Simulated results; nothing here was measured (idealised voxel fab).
Process module, titled voxel gate over fins
Pictured: cross-section cut, 190 nm wide, on a grid of 5 nm square cells.
In what follows, cross-sections appear as grids of square cells, described through bands that run from the top down, where every band is one or more rows of cells. A band entry consists of two parts. The first gives the height of the band's top and the height of its bottom, in nm. The rest lists the band's materials from left to right, each with its width in nm. A single material labelled with the word "all across" fills the band from edge to edge, and the word "empty" marks empty space. Height 0 is the level under which the wafer as received is all one material. The lowest band goes on downwards, as in "0 -> down". So if you see something like "30 to 40" for the width, read it as the top row of the band sitting at the first number and the bottom row at the second, with every row in between moving by the same amount as the last. "remains unaltered" -> step changed no cross-section cell. Any empty space of 8 cells or more lacking an open way to the top shows up in "Voids, enclosed" as width x height at distance, distance from the left edge, in nm. On a step's line, text after the settings is the simulator commenting on that step. On any step carrying a mask, the "overlay nm" setting, if present on the step's line, tells how far right of its planned place the mask lay; negative values point to the left.

# The following list gives the planned process steps
1. RECEIVE [material Si]
2. CONFORMAL_DEP [material SiN] [thk nm 10]
3. MASKED_ETCH [tone cover] [mask id FINS] [width nm 15] [pitch nm 50] [etch materials SiN] [depth nm 10] [overlay nm 0]
4. MASKED_ETCH [tone cover] [mask id FINS] [width nm 15] [pitch nm 50] [etch materials Si] [depth nm 35] [overlay nm 0]
5. OXIDIZE [depth nm 5]
6. FILL_DEP [material SiO2] [thk nm 15]
7. CMP [height nm 10]
8. PATTERN [tone open] [mask id RAIL] [material resist] [width nm 15] [thk nm 15] [overlay nm 0]
9. DIRECTIONAL_ETCH [etch materials SiO2] [depth nm 40]
10. STRIP [etch materials resist]
11. CONFORMAL_DEP [material TiN] [thk nm 5]
12. FILL_DEP [material Ru] [thk nm 10]
13. CMP [height nm 10]
14. SELECTIVE_ETCH [etch materials W Ru TiN] [depth nm 30]
15. FILL_DEP [material SiO2] [thk nm 5]
16. CMP [height nm 10]
17. SELECTIVE_ETCH [etch materials SiO2] [depth nm 25]
18. STRIP [etch materials SiN]
19. CONFORMAL_DEP [material HfO2] [thk nm 5]
20. CONFORMAL_DEP [material TiN] [thk nm 5]
21. CONFORMAL_DEP [material TiAl] [thk nm 5]
22. CONFORMAL_DEP [material TiN] [thk nm 5]
23. FILL_DEP [material W] [thk nm 10]
24. CMP [height nm 25]
25. CONFORMAL_DEP [material SiN] [thk nm 5]

# Delivered wafer in cross-section: state after step 1
- 0 -> down  Si all across
- Voids, enclosed: none

# The first of two wafers, cross-sectioned at the end of the module, with the run proceeding as planned
- 30 -> 25  SiN all across
- 25 -> 20  W all across
- 20 -> 15  45 nm W | 45 nm TiN | 5 nm W | 45 nm TiN | 50 nm W
- 15 -> 10  45 nm W | 5 nm TiN | 35 nm TiAl | 5 nm TiN | 5 nm W | 5 nm TiN | 35 nm TiAl | 5 nm TiN | 50 nm W
- 10 -> 5  45 nm W | 5 nm TiN | 5 nm TiAl | 25 nm TiN | 5 nm TiAl | 5 nm TiN | 5 nm W | 5 nm TiN | 5 nm TiAl | 25 nm TiN | 5 nm TiAl | 5 nm TiN | 50 nm W
- 5 -> 0  50 nm TiN | 5 nm TiAl | 5 nm TiN | 15 nm HfO2 | 5 nm TiN | 5 nm TiAl | 15 nm TiN | 5 nm TiAl | 5 nm TiN | 15 nm HfO2 | 5 nm TiN | 5 nm TiAl | 55 nm TiN
- 0 -> -5  55 nm TiAl | 5 nm TiN | 5 nm HfO2 | 5 nm Si | 5 nm HfO2 | 5 nm TiN | 25 nm TiAl | 5 nm TiN | 5 nm HfO2 | 5 nm Si | 5 nm HfO2 | 5 nm TiN | 60 nm TiAl
- -5 -> -10  60 nm TiN | 5 nm HfO2 | 5 nm Si | 5 nm HfO2 | 35 nm TiN | 5 nm HfO2 | 5 nm Si | 5 nm HfO2 | 65 nm TiN
- -10 -> -15  65 nm HfO2 | 5 nm Si | 45 nm HfO2 | 5 nm Si | 70 nm HfO2
- -15 -> -20  65 nm SiO2 | 5 nm Si | 45 nm SiO2 | 5 nm Si | 70 nm SiO2
- -20 -> -25  65 nm SiO2 | 5 nm Si | 15 nm SiO2 | 5 nm TiN | 5 nm Ru | 5 nm TiN | 15 nm SiO2 | 5 nm Si | 70 nm SiO2
- -25 -> -30  65 nm SiO2 | 5 nm Si | 15 nm SiO2 | 15 nm TiN | 15 nm SiO2 | 5 nm Si | 70 nm SiO2
- -30 -> -40  65 nm SiO2 | 5 nm Si | 45 nm SiO2 | 5 nm Si | 70 nm SiO2
- -40 -> down  Si all across
- Voids, enclosed: none

# Second of two wafers, module complete, sectioned: it shares the first wafer's start and plan but was run with one mistake
- 30 -> 25  SiN all across
- 25 -> 20  W all across
- 20 -> 15  TiN all across
- 15 -> 10  TiAl all across
- 10 -> 5  65 nm TiN | 5 nm TiAl | 45 nm TiN | 5 nm TiAl | 70 nm TiN
- 5 -> 0  60 nm HfO2 | 15 nm TiN | 35 nm HfO2 | 15 nm TiN | 65 nm HfO2
- 0 -> -5  55 nm Si | 25 nm HfO2 | 25 nm Si | 25 nm HfO2 | 60 nm Si
- -5 -> down  Si all across
- Voids, enclosed: none
In executing the process, a mistake was made relative to the plan: step 3 changed vs plan, executed as MASKED_ETCH [tone open] [mask id FINS] [width nm 15] [pitch nm 50] [etch materials SiN] [depth nm 10] [overlay nm 0]
Counted in cells at the end, the second wafer holds more or fewer of these materials than the first: -8 HfO2; -1 Ru; +278 Si; -174 SiO2; -10 TiAl; -25 TiN; -60 W
